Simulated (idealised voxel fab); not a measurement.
Title: Process Module voxel capacitor over wiring
The figure presents cross-section cut, which has a width of 140 nm and is divided into square cells with an edge length of 5 nm.
When this document writes out a cross-section, it uses a grid of square cells and lists it as bands, beginning at the top and moving down, with a band standing for one or more rows of cells. Top height, bottom height, nm. Materials left to right, width each, nm. Single material + "full width" = fills band edge to edge. "empty" = empty. Basically, 0 is our baseline, since under it the wafer straight out of the box is all one material. The bottom band has no lower end and keeps on going down, so it looks like "0 nm and below". Width "30..40": first value at the band's top row of cells, second value at its bottom row, equal change from row to row. "left unchanged" -> step changed no cross-section cell. "Fully sealed voids" - sealed voids, min. 8 cells, no opening to top; format: width x height at distance (distance from left edge; nm throughout). Heads up: the bit after the settings on a step's line is the simulator's remark on that step. "overlay nm" on a masked step: distance the mask lay right of its planned place, negative for left.
The planned process steps are enumerated hereunder
1. op RECEIVE | material Si
2. op CONFORMAL_DEP | material SiO2 | thk nm 15
3. op DIRECTIONAL_DEP | material TiN | thk nm 5
4. op DIRECTIONAL_DEP | material W | thk nm 25
5. op MASKED_ETCH | tone cover | mask id METAL_1 | width nm 20 | pitch nm 75 | etch materials W | depth nm 25 | overlay nm 0
6. op MASKED_ETCH | tone cover | mask id METAL_1 | width nm 20 | pitch nm 75 | etch materials TiN | depth nm 5 | overlay nm 0
7. op FILL_DEP | material lowk | thk nm 5
8. op CMP | height nm 45
9. op CONFORMAL_DEP | material SiCN | thk nm 5
10. op DIRECTIONAL_DEP | material lowk | thk nm 15
11. op PATTERN | tone open | mask id PLUG_1 | material resist | width nm 15 | thk nm 20 | overlay nm 0
12. op DIRECTIONAL_ETCH | etch materials lowk | depth nm 15
13. op DIRECTIONAL_ETCH | etch materials SiCN | depth nm 5
14. op STRIP | etch materials resist
15. op EPI | material Ru | thk nm 10
16. op EPI | material Ru | thk nm 10
17. op DIRECTIONAL_DEP | material TiN | thk nm 5
18. op DIRECTIONAL_DEP | material SiN | thk nm 5
19. op DIRECTIONAL_DEP | material TiN | thk nm 10
20. op PATTERN | tone cover | mask id UPPER_PLATE | material resist | width nm 60 | thk nm 20 | overlay nm 0
21. op DIRECTIONAL_ETCH | etch materials TiN | depth nm 10
22. op DIRECTIONAL_ETCH | etch materials SiN | depth nm 5
23. op STRIP | etch materials resist
24. op DIRECTIONAL_DEP | material aC | thk nm 10
25. op PATTERN | tone cover | mask id LOWER_PLATE | material resist | width nm 70 | thk nm 30 | overlay nm 0
26. op DIRECTIONAL_ETCH | etch materials aC | depth nm 10
27. op STRIP | etch materials resist
28. op DIRECTIONAL_ETCH | etch materials TiN | depth nm 5
29. op STRIP | etch materials aC
30. op FILL_DEP | material SiO2 | thk nm 15
31. op CMP | height nm 95
32. op MASKED_ETCH | tone open | mask id PLUG_2 | width nm 15 | etch materials SiO2 | depth nm 10 | overlay nm 0
33. op CONFORMAL_DEP | material TiN | thk nm 5
34. op FILL_DEP | material Cu | thk nm 5
35. op CMP | height nm 95
36. op CONFORMAL_DEP | material SiCN | thk nm 5
This is the cross-section of the wafer as we received it, i.e. after step 1
  0 nm and below | Si full width
  Fully sealed voids: none
As-planned run: cross-section of the first of two wafers at end of module
  100 nm to 95 nm | SiCN full width
  95 nm to 90 nm | SiO2=35, TiN=5, Cu=5, TiN=5, SiO2=90
  90 nm to 85 nm | SiO2=35, TiN=15, SiO2=90
  85 nm to 75 nm | SiO2=25, TiN=60, SiO2=55
  75 nm to 70 nm | SiO2=25, SiN=60, SiO2=55
  70 nm to 65 nm | SiO2=20, TiN=70, SiO2=50
  65 nm to 50 nm | lowk=25, Ru=15, lowk=100
  50 nm to 45 nm | SiCN=25, Ru=15, SiCN=100
  45 nm to 20 nm | lowk=20, W=20, lowk=55, W=20, lowk=25
  20 nm to 15 nm | lowk=20, TiN=20, lowk=55, TiN=20, lowk=25
  15 nm to 0 nm | SiO2 full width
  0 nm and below | Si full width
  Fully sealed voids: none
End of module, second wafer, cross-section. Started like the first, planned like the first, run with one mistake
  100 nm to 95 nm | SiCN full width
  95 nm to 90 nm | SiO2=35, TiN=5, Cu=5, TiN=5, SiO2=90
  90 nm to 85 nm | SiO2=35, TiN=15, SiO2=90
  85 nm to 75 nm | SiO2=25, TiN=60, SiO2=55
  75 nm to 70 nm | SiO2=25, SiN=60, SiO2=55
  70 nm to 65 nm | SiO2=20, TiN=70, SiO2=50
  65 nm to 50 nm | lowk=25, Ru=15, lowk=100
  50 nm to 45 nm | SiCN=25, Ru=15, SiCN=100
  45 nm to 20 nm | lowk=25, W=15, lowk=60, W=15, lowk=25
  20 nm to 15 nm | lowk=20, TiN=20, lowk=55, TiN=20, lowk=25
  15 nm to 0 nm | SiO2 full width
  0 nm and below | Si full width
  Fully sealed voids: none
So what did we get wrong on this run? it should be noted that step 5 was executed with settings other than those planned, the operation and settings actually applied being op MASKED_ETCH | tone cover | mask id METAL_1 | width nm 15 | pitch nm 75 | etch materials W | depth nm 25 | overlay nm 0
In the final state, the cell counts of the second wafer exceed or fall short of those of the first for the following materials: 10 fewer of W, 10 more of lowk
